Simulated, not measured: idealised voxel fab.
Proc. module: voxel quadruple lines
FYI the section here is cut, 265 nm wide, cells are 5 nm squares.
We lay out every cross-section as a grid of square cells and spell it out in bands from the top down, where one band means one or more rows of cells.
For a band, the entry starts with two heights in nm, that of the top and then that of the bottom, and carries on with the band's materials in order from left to right, each alongside its width in nm; the word "all across" beside a single material means it fills the band edge to edge, and "empty" means empty space.
Height 0 is the level under which the wafer as received is all one material. The lowest band goes on downwards, as in "top 0, no bottom".
When a width is written as two numbers, as in "30->40", the first number is the width in the top row of cells of the band and the second is the width in its bottom row, and the width changes by the same amount from each row to the next.
A step reported as "no modifications" is a step in which no cell of the cross-section changed.
This entry, "Voids lacking openings", enumerates those empty regions of no fewer than 8 cells that possess no open connection to the top. Each region is reported in the form width x height at distance, the distance being taken from the left edge, with all three quantities expressed in nm.
Past the settings on a step's line: simulator remark, on that step.
For masked steps, "overlay nm" on the step line gives how far right of plan the mask actually lay; a minus sign means it lay to the left.

BELOW IS THE LIST OF PLANNED PROCESS STEPS
step 1: RECEIVE, material Si
step 2: CONFORMAL_DEP, material SiO2, thk nm 5
step 3: DIRECTIONAL_DEP, material W, thk nm 10
step 4: DIRECTIONAL_DEP, material polySi, thk nm 20
step 5: DIRECTIONAL_DEP, material aC, thk nm 20
step 6: PATTERN, tone cover, mask id MANDREL, material resist, width nm 25, pitch nm 80, thk nm 25, overlay nm 0
step 7: DIRECTIONAL_ETCH, etch materials aC, depth nm 20
step 8: STRIP, etch materials resist
step 9: CONFORMAL_DEP, material SiO2, thk nm 15
step 10: DIRECTIONAL_ETCH, etch materials SiO2, depth nm 15
step 11: STRIP, etch materials aC
step 12: DIRECTIONAL_ETCH, etch materials polySi, depth nm 20
step 13: STRIP, etch materials SiO2
step 14: CONFORMAL_DEP, material SiN, thk nm 5
step 15: DIRECTIONAL_ETCH, etch materials SiN, depth nm 5
step 16: STRIP, etch materials polySi
step 17: DIRECTIONAL_ETCH, etch materials W, depth nm 10
step 18: STRIP, etch materials SiN
step 19: FILL_DEP, material lowk, thk nm 10
step 20: CMP, height nm 15

WAFER, FIRST OF TWO, RUN AS PLANNED

INCOMING WAFER, CROSS-SECTIONAL VIEW, POST STEP 1
    top 0, no bottom: Si all across
    Voids lacking openings: none

CROSS-SECTION THROUGH THE WAFER, STEP 2 FINISHED
    top 5, bottom 0: SiO2 all across
    At heights below 0, the structure remains unaltered.

CROSS-SECTION THROUGH THE WAFER, STEP 3 FINISHED
    top 15, bottom 5: W all across
    At heights below 5, the structure remains unaltered.

CROSS-SECTION THROUGH THE WAFER, STEP 4 FINISHED
    top 35, bottom 15: polySi all across
    At heights below 15, the structure remains unaltered.

CROSS-SECTION THROUGH THE WAFER, STEP 5 FINISHED
    top 55, bottom 35: aC all across
    At heights below 35, the structure remains unaltered.

CROSS-SECTION THROUGH THE WAFER, STEP 6 FINISHED
    top 80, bottom 55: empty: 80, then resist: 25, then empty: 55, then resist: 25, then empty: 80
    At heights below 55, the structure remains unaltered.

CROSS-SECTION THROUGH THE WAFER, STEP 7 FINISHED
    top 60, bottom 55: empty: 80, then resist: 25, then empty: 55, then resist: 25, then empty: 80
    top 55, bottom 35: empty: 80, then aC: 25, then empty: 55, then aC: 25, then empty: 80
    At heights below 35, the structure remains unaltered.

CROSS-SECTION THROUGH THE WAFER, STEP 8 FINISHED
    top 55, bottom 35: empty: 80, then aC: 25, then empty: 55, then aC: 25, then empty: 80
    At heights below 35, the structure remains unaltered.

CROSS-SECTION THROUGH THE WAFER, STEP 9 FINISHED
    top 70, bottom 55: empty: 65, then SiO2: 55, then empty: 25, then SiO2: 55, then empty: 65
    top 55, bottom 50: empty: 65, then SiO2: 15, then aC: 25, then SiO2: 15, then empty: 25, then SiO2: 15, then aC: 25, then SiO2: 15, then empty: 65
    top 50, bottom 35: SiO2: 80, then aC: 25, then SiO2: 55, then aC: 25, then SiO2: 80
    At heights below 35, the structure remains unaltered.

CROSS-SECTION THROUGH THE WAFER, STEP 10 FINISHED
    top 55, bottom 35: empty: 65, then SiO2: 15, then aC: 25, then SiO2: 15, then empty: 25, then SiO2: 15, then aC: 25, then SiO2: 15, then empty: 65
    At heights below 35, the structure remains unaltered.

CROSS-SECTION THROUGH THE WAFER, STEP 11 FINISHED
    top 55, bottom 35: empty: 65, then SiO2: 15, then empty: 25, then SiO2: 15, then empty: 25, then SiO2: 15, then empty: 25, then SiO2: 15, then empty: 65
    At heights below 35, the structure remains unaltered.

CROSS-SECTION THROUGH THE WAFER, STEP 12 FINISHED
    top 55, bottom 35: empty: 65, then SiO2: 15, then empty: 25, then SiO2: 15, then empty: 25, then SiO2: 15, then empty: 25, then SiO2: 15, then empty: 65
    top 35, bottom 15: empty: 65, then polySi: 15, then empty: 25, then polySi: 15, then empty: 25, then polySi: 15, then empty: 25, then polySi: 15, then empty: 65
    At heights below 15, the structure remains unaltered.

CROSS-SECTION THROUGH THE WAFER, STEP 13 FINISHED
    top 35, bottom 15: empty: 65, then polySi: 15, then empty: 25, then polySi: 15, then empty: 25, then polySi: 15, then empty: 25, then polySi: 15, then empty: 65
    At heights below 15, the structure remains unaltered.

CROSS-SECTION THROUGH THE WAFER, STEP 14 FINISHED
    top 40, bottom 35: empty: 60, then SiN: 25, then empty: 15, then SiN: 25, then empty: 15, then SiN: 25, then empty: 15, then SiN: 25, then empty: 60
    top 35, bottom 20: empty: 60, then SiN: 5, then polySi: 15, then SiN: 5, then empty: 15, then SiN: 5, then polySi: 15, then SiN: 5, then empty: 15, then SiN: 5, then polySi: 15, then SiN: 5, then empty: 15, then SiN: 5, then polySi: 15, then SiN: 5, then empty: 60
    top 20, bottom 15: SiN: 65, then polySi: 15, then SiN: 25, then polySi: 15, then SiN: 25, then polySi: 15, then SiN: 25, then polySi: 15, then SiN: 65
    At heights below 15, the structure remains unaltered.

CROSS-SECTION THROUGH THE WAFER, STEP 15 FINISHED
    top 35, bottom 15: empty: 60, then SiN: 5, then polySi: 15, then SiN: 5, then empty: 15, then SiN: 5, then polySi: 15, then SiN: 5, then empty: 15, then SiN: 5, then polySi: 15, then SiN: 5, then empty: 15, then SiN: 5, then polySi: 15, then SiN: 5, then empty: 60
    At heights below 15, the structure remains unaltered.

CROSS-SECTION THROUGH THE WAFER, STEP 16 FINISHED
    top 35, bottom 15: empty: 60, then SiN: 5, then empty: 15, then SiN: 5, then empty: 15, then SiN: 5, then empty: 15, then SiN: 5, then empty: 15, then SiN: 5, then empty: 15, then SiN: 5, then empty: 15, then SiN: 5, then empty: 15, then SiN: 5, then empty: 60
    At heights below 15, the structure remains unaltered.

CROSS-SECTION THROUGH THE WAFER, STEP 17 FINISHED
    top 35, bottom 15: empty: 60, then SiN: 5, then empty: 15, then SiN: 5, then empty: 15, then SiN: 5, then empty: 15, then SiN: 5, then empty: 15, then SiN: 5, then empty: 15, then SiN: 5, then empty: 15, then SiN: 5, then empty: 15, then SiN: 5, then empty: 60
    top 15, bottom 5: empty: 60, then W: 5, then empty: 15, then W: 5, then empty: 15, then W: 5, then empty: 15, then W: 5, then empty: 15, then W: 5, then empty: 15, then W: 5, then empty: 15, then W: 5, then empty: 15, then W: 5, then empty: 60
    At heights below 5, the structure remains unaltered.

CROSS-SECTION THROUGH THE WAFER, STEP 18 FINISHED
    top 15, bottom 5: empty: 60, then W: 5, then empty: 15, then W: 5, then empty: 15, then W: 5, then empty: 15, then W: 5, then empty: 15, then W: 5, then empty: 15, then W: 5, then empty: 15, then W: 5, then empty: 15, then W: 5, then empty: 60
    At heights below 5, the structure remains unaltered.

CROSS-SECTION THROUGH THE WAFER, STEP 19 FINISHED
    top 25, bottom 15: lowk all across
    top 15, bottom 5: lowk: 60, then W: 5, then lowk: 15, then W: 5, then lowk: 15, then W: 5, then lowk: 15, then W: 5, then lowk: 15, then W: 5, then lowk: 15, then W: 5, then lowk: 15, then W: 5, then lowk: 15, then W: 5, then lowk: 60
    At heights below 5, the structure remains unaltered.

CROSS-SECTION THROUGH THE WAFER, STEP 20 FINISHED
    top 15, bottom 5: lowk: 60, then W: 5, then lowk: 15, then W: 5, then lowk: 15, then W: 5, then lowk: 15, then W: 5, then lowk: 15, then W: 5, then lowk: 15, then W: 5, then lowk: 15, then W: 5, then lowk: 15, then W: 5, then lowk: 60
    At heights below 5, the structure remains unaltered.

NOTES, SECOND WAFER: START = FIRST WAFER'S, PLAN = FIRST WAFER'S, EXECUTION HAD ONE MISTAKE; HISTORY IDENTICAL TO FIRST THROUGH STEP 2

THE SECOND WAFER IN CROSS-SECTION, AT THE PLANNED CLOSE OF STEP 3
    top 25, bottom 5: polySi all across
    At heights below 5, the structure remains unaltered.

THE SECOND WAFER IN CROSS-SECTION, AT THE PLANNED CLOSE OF STEP 4
    top 35, bottom 25: W all across
    At heights below 25, the structure remains unaltered.

THE SECOND WAFER IN CROSS-SECTION, AT THE PLANNED CLOSE OF STEP 5
    top 55, bottom 35: aC all across
    At heights below 35, the structure remains unaltered.

THE SECOND WAFER IN CROSS-SECTION, AT THE PLANNED CLOSE OF STEP 6
    top 80, bottom 55: empty: 80, then resist: 25, then empty: 55, then resist: 25, then empty: 80
    At heights below 55, the structure remains unaltered.

THE SECOND WAFER IN CROSS-SECTION, AT THE PLANNED CLOSE OF STEP 7
    top 60, bottom 55: empty: 80, then resist: 25, then empty: 55, then resist: 25, then empty: 80
    top 55, bottom 35: empty: 80, then aC: 25, then empty: 55, then aC: 25, then empty: 80
    At heights below 35, the structure remains unaltered.

THE SECOND WAFER IN CROSS-SECTION, AT THE PLANNED CLOSE OF STEP 8
    top 55, bottom 35: empty: 80, then aC: 25, then empty: 55, then aC: 25, then empty: 80
    At heights below 35, the structure remains unaltered.

THE SECOND WAFER IN CROSS-SECTION, AT THE PLANNED CLOSE OF STEP 9
    top 70, bottom 55: empty: 65, then SiO2: 55, then empty: 25, then SiO2: 55, then empty: 65
    top 55, bottom 50: empty: 65, then SiO2: 15, then aC: 25, then SiO2: 15, then empty: 25, then SiO2: 15, then aC: 25, then SiO2: 15, then empty: 65
    top 50, bottom 35: SiO2: 80, then aC: 25, then SiO2: 55, then aC: 25, then SiO2: 80
    At heights below 35, the structure remains unaltered.

THE SECOND WAFER IN CROSS-SECTION, AT THE PLANNED CLOSE OF STEP 10
    top 55, bottom 35: empty: 65, then SiO2: 15, then aC: 25, then SiO2: 15, then empty: 25, then SiO2: 15, then aC: 25, then SiO2: 15, then empty: 65
    At heights below 35, the structure remains unaltered.

THE SECOND WAFER IN CROSS-SECTION, AT THE PLANNED CLOSE OF STEP 11
    top 55, bottom 35: empty: 65, then SiO2: 15, then empty: 25, then SiO2: 15, then empty: 25, then SiO2: 15, then empty: 25, then SiO2: 15, then empty: 65
    At heights below 35, the structure remains unaltered.

The second wafer in cross-section, at the planned close of step 12: no modifications

THE SECOND WAFER IN CROSS-SECTION, AT THE PLANNED CLOSE OF STEP 13
    top 35, bottom 25: W all across
    At heights below 25, the structure remains unaltered.

THE SECOND WAFER IN CROSS-SECTION, AT THE PLANNED CLOSE OF STEP 14
    top 40, bottom 35: SiN all across
    At heights below 35, the structure remains unaltered.

THE SECOND WAFER IN CROSS-SECTION, AT THE PLANNED CLOSE OF STEP 15
    top 35, bottom 25: W all across
    At heights below 25, the structure remains unaltered.

The second wafer in cross-section, at the planned close of step 16: no modifications

THE SECOND WAFER IN CROSS-SECTION, AT THE PLANNED CLOSE OF STEP 17
    top 25, bottom 5: polySi all across
    At heights below 5, the structure remains unaltered.

The second wafer in cross-section, at the planned close of step 18: no modifications

THE SECOND WAFER IN CROSS-SECTION, AT THE PLANNED CLOSE OF STEP 19
    top 35, bottom 25: lowk all across
    At heights below 25, the structure remains unaltered.

THE SECOND WAFER IN CROSS-SECTION, AT THE PLANNED CLOSE OF STEP 20
    top 15, bottom 5: polySi all across
    At heights below 5, the structure remains unaltered.
Against the plan, the run slipped here: the executed order of steps 3 and 4 is the reverse of that specified in the plan, each step having taken the other's position
Counted in cells at the end, the second wafer holds more or fewer of these materials than the first: 16 fewer of W | 90 fewer of lowk | 106 more of polySi
